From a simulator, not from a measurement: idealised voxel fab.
Title: Process Module voxel transistor to metal
Section shown: cut. Width: 165 nm. Cell size: 5 nm, square.
A cross-section is written here as square cells arranged in a grid, and it is given in bands from the top down, each band taking up one or more rows of cells.
Heads up on the band format: heights come first, top then bottom, in nm. After that it's the materials left to right, each with its width in nm. A single material flagged "everywhere" fills the whole band edge to edge, and "air" means there's empty space there.
Height reference: 0 = level under which incoming wafer is all one material. Lowest band: no bottom, runs on downward, e.g. "top 0, no bottom".
Width "30->40": first value at the band's top row of cells, second value at its bottom row, equal change from row to row.
The cross-section has no changed cell in any step marked "no change".
Under "Sealed void list" you'll find the enclosed gaps, the ones with no way out to the top, that are 8 cells or bigger; each reads width x height at distance, with distance counted from the left edge, everything in nm.
Heads up: the bit after the settings on a step's line is the simulator's remark on that step.
Regarding "overlay nm": on a step with a mask, it is the distance the mask lay to the right of its planned place; a negative value places it to the left.

PROCESS STEPS FORESEEN IN THE PLAN
1,RECEIVE,material Si
2,OXIDIZE,depth nm 5
3,CONFORMAL_DEP,material SiN,thk nm 15
4,DIRECTIONAL_DEP,material aC,thk nm 10
5,PATTERN,tone cover,mask id ACTIVE,material resist,width nm 110,thk nm 25,overlay nm 0
6,DIRECTIONAL_ETCH,etch materials aC,depth nm 10
7,STRIP,etch materials resist
8,DIRECTIONAL_ETCH,etch materials SiN,depth nm 15
9,DIRECTIONAL_ETCH,etch materials SiO2,depth nm 5
10,DIRECTIONAL_ETCH,etch materials Si,depth nm 25
11,STRIP,etch materials aC
12,FILL_DEP,material SiO2,thk nm 5
13,CMP,height nm 15
14,SELECTIVE_ETCH,etch materials SiO2,depth nm 10
15,STRIP,etch materials SiN
16,SELECTIVE_ETCH,etch materials SiO2,depth nm 5
17,OXIDIZE,depth nm 5
18,DIRECTIONAL_DEP,material polySi,thk nm 30
19,DIRECTIONAL_DEP,material SiCN,thk nm 15
20,MASKED_ETCH,tone cover,mask id GATE,width nm 20,etch materials SiCN,depth nm 25,overlay nm 0
21,MASKED_ETCH,tone cover,mask id GATE,width nm 20,etch materials polySi,depth nm 40,overlay nm 0
22,CONFORMAL_DEP,material SiO2,thk nm 5
23,DIRECTIONAL_ETCH,etch materials SiO2,depth nm 5
24,CONFORMAL_DEP,material SiN,thk nm 10
25,DIRECTIONAL_ETCH,etch materials SiN,depth nm 10
26,DIRECTIONAL_ETCH,etch materials SiO2,depth nm 5
27,EPI,material pSi,thk nm 5
28,FILL_DEP,material SiO2,thk nm 5
29,CMP,height nm 40
30,DIRECTIONAL_DEP,material SiO2,thk nm 15
31,PATTERN,tone open,mask id CONTACT,material resist,width nm 15,pitch nm 80,thk nm 20,overlay nm 0
32,DIRECTIONAL_ETCH,etch materials SiO2,depth nm 60
33,STRIP,etch materials resist
34,CONFORMAL_DEP,material TiN,thk nm 5
35,FILL_DEP,material Ru,thk nm 5
36,CMP,height nm 55
37,DIRECTIONAL_DEP,material TiN,thk nm 5
38,DIRECTIONAL_DEP,material W,thk nm 15
39,PATTERN,tone cover,mask id METAL_1,material resist,width nm 20,pitch nm 80,thk nm 20,overlay nm 0
40,DIRECTIONAL_ETCH,etch materials W,depth nm 15
41,DIRECTIONAL_ETCH,etch materials TiN,depth nm 5
42,STRIP,etch materials resist
43,FILL_DEP,material SiO2,thk nm 10
44,CMP,height nm 75
45,CONFORMAL_DEP,material SiCN,thk nm 5
46,DIRECTIONAL_DEP,material lowk,thk nm 30
47,PATTERN,tone open,mask id METAL_2_HOLES,material resist,width nm 15,pitch nm 80,thk nm 15,overlay nm 0
48,DIRECTIONAL_ETCH,etch materials lowk,depth nm 30
49,STRIP,etch materials resist
50,DIRECTIONAL_DEP,material aC,thk nm 10
51,PATTERN,tone open,mask id METAL_2,material resist,width nm 20,pitch nm 80,thk nm 30,overlay nm 0
52,DIRECTIONAL_ETCH,etch materials aC,depth nm 10
53,STRIP,etch materials resist
54,DIRECTIONAL_ETCH,etch materials lowk,depth nm 15
55,DIRECTIONAL_ETCH,etch materials SiCN,depth nm 5
56,STRIP,etch materials aC
57,CONFORMAL_DEP,material TiN,thk nm 5
58,FILL_DEP,material Cu,thk nm 10
59,CMP,height nm 110
60,CONFORMAL_DEP,material SiN,thk nm 5
Variable across wafers: step 31 width nm (plan value is that of the first wafer; starting state common to all).

FIRST WAFER AS RECEIVED, AFTER STEP 1
    top 0, no bottom  Si everywhere
    Sealed void list: none

FIRST OF SEVERAL WAFERS, SECTIONED AT END OF MODULE (LAST STEP: STEP 60)
    top 115, bottom 110  SiN everywhere
    top 110, bottom 100  lowk 30, then TiN 5, then Cu 10, then TiN 5, then lowk 60, then TiN 5, then Cu 10, then TiN 5, then lowk 35
    top 100, bottom 95  lowk 30, then TiN 5, then Cu 5, then TiN 10, then lowk 60, then TiN 5, then Cu 5, then TiN 10, then lowk 35
    top 95, bottom 80  lowk 30, then TiN 5, then Cu 5, then TiN 5, then lowk 65, then TiN 5, then Cu 5, then TiN 5, then lowk 40
    top 80, bottom 75  SiCN 30, then TiN 15, then SiCN 65, then TiN 15, then SiCN 40
    top 75, bottom 60  SiO2 30, then W 20, then SiO2 60, then W 20, then SiO2 35
    top 60, bottom 55  SiO2 30, then TiN 20, then SiO2 60, then TiN 20, then SiO2 35
    top 55, bottom 40  SiO2 35, then TiN 5, then Ru 5, then TiN 5, then SiO2 65, then TiN 5, then Ru 5, then TiN 5, then SiO2 35
    top 40, bottom 25  SiO2 35, then TiN 5, then Ru 5, then TiN 5, then SiO2 5, then SiN 10, then SiO2 5, then SiCN 20, then SiO2 5, then SiN 10, then SiO2 10, then TiN 5, then Ru 5, then TiN 5, then SiO2 35
    top 25, bottom 5  SiO2 35, then TiN 5, then Ru 5, then TiN 5, then SiO2 5, then SiN 10, then SiO2 5, then polySi 20, then SiO2 5, then SiN 10, then SiO2 10, then TiN 5, then Ru 5, then TiN 5, then SiO2 35
    top 5, bottom 0  SiO2 35, then TiN 5, then Ru 5, then TiN 5, then SiO2 5, then SiN 10, then SiO2 5, then polySi 20, then SiO2 5, then SiN 10, then SiO2 10, then TiN 15, then SiO2 35
    top 0, bottom -5  SiO2 25, then SiN 10, then TiN 15, then SiO2 5, then SiN 10, then SiO2 5, then polySi 20, then SiO2 5, then SiN 10, then SiO2 10, then TiN 10, then SiN 10, then SiO2 30
    top -5, bottom -10  SiO2 35, then pSi 20, then SiO2 50, then pSi 20, then SiO2 40
    top -10, bottom -30  SiO2 25, then Si 110, then SiO2 30
    top -30, no bottom  Si everywhere
    Sealed void list: none

WAFER CROSS-SECTION (LAST WAFER, MODULE END)
    top 115, bottom 110  SiN everywhere
    top 110, bottom 100  lowk 30, then TiN 5, then Cu 10, then TiN 5, then lowk 60, then TiN 5, then Cu 10, then TiN 5, then lowk 35
    top 100, bottom 95  lowk 30, then TiN 5, then Cu 5, then TiN 10, then lowk 60, then TiN 5, then Cu 5, then TiN 10, then lowk 35
    top 95, bottom 80  lowk 30, then TiN 5, then Cu 5, then TiN 5, then lowk 65, then TiN 5, then Cu 5, then TiN 5, then lowk 40
    top 80, bottom 75  SiCN 30, then TiN 15, then SiCN 65, then TiN 15, then SiCN 40
    top 75, bottom 60  SiO2 30, then W 20, then SiO2 60, then W 20, then SiO2 35
    top 60, bottom 55  SiO2 30, then TiN 20, then SiO2 60, then TiN 20, then SiO2 35
    top 55, bottom 45  SiO2 25, then TiN 5, then Ru 25, then TiN 5, then SiO2 45, then TiN 5, then Ru 25, then TiN 5, then SiO2 25
    top 45, bottom 40  SiO2 25, then TiN 5, then Ru 20, then TiN 10, then SiO2 45, then TiN 5, then Ru 25, then TiN 5, then SiO2 25
    top 40, bottom 25  SiO2 25, then TiN 5, then Ru 20, then TiN 5, then SiN 10, then SiO2 5, then SiCN 20, then SiO2 5, then SiN 10, then TiN 5, then Ru 25, then TiN 5, then SiO2 25
    top 25, bottom 5  SiO2 25, then TiN 5, then Ru 20, then TiN 5, then SiN 10, then SiO2 5, then polySi 20, then SiO2 5, then SiN 10, then TiN 5, then Ru 25, then TiN 5, then SiO2 25
    top 5, bottom 0  SiO2 25, then TiN 15, then Ru 10, then TiN 5, then SiN 10, then SiO2 5, then polySi 20, then SiO2 5, then SiN 10, then TiN 5, then Ru 10, then TiN 20, then SiO2 25
    top 0, bottom -5  SiO2 25, then SiN 10, then TiN 20, then SiN 10, then SiO2 5, then polySi 20, then SiO2 5, then SiN 10, then TiN 20, then SiN 10, then TiN 5, then SiO2 25
    top -5, bottom -10  SiO2 35, then pSi 20, then SiO2 50, then pSi 20, then SiO2 40
    top -10, bottom -30  SiO2 25, then Si 110, then SiO2 30
    top -30, no bottom  Si everywhere
    Sealed void list: none

TAKE ANY ROW AND YOU HAVE A WAFER AT THE END OF THE MODULE: HOW MANY CELLS OF EACH MATERIAL IT HAS GAINED (+) OR LOST (-) SINCE IT WAS RECEIVED, AND THEN ITS CLOSED VOIDS
width nm 15, +16 Cu, +21 Ru, -110 Si, +39 SiCN, +73 SiN, +418 SiO2, +90 TiN, +24 W, +156 lowk, +8 pSi, +24 polySi, Sealed void list: none
width nm 20, +16 Cu, +42 Ru, -110 Si, +39 SiCN, +73 SiN, +395 SiO2, +92 TiN, +24 W, +156 lowk, +8 pSi, +24 polySi, Sealed void list: none
width nm 25, +16 Cu, +63 Ru, -110 Si, +39 SiCN, +73 SiN, +372 SiO2, +94 TiN, +24 W, +156 lowk, +8 pSi, +24 polySi, Sealed void list: none
width nm 30, +16 Cu, +84 Ru, -110 Si, +39 SiCN, +73 SiN, +349 SiO2, +96 TiN, +24 W, +156 lowk, +8 pSi, +24 polySi, Sealed void list: none
width nm 35, +16 Cu, +96 Ru, -110 Si, +39 SiCN, +73 SiN, +334 SiO2, +99 TiN, +24 W, +156 lowk, +8 pSi, +24 polySi, Sealed void list: none
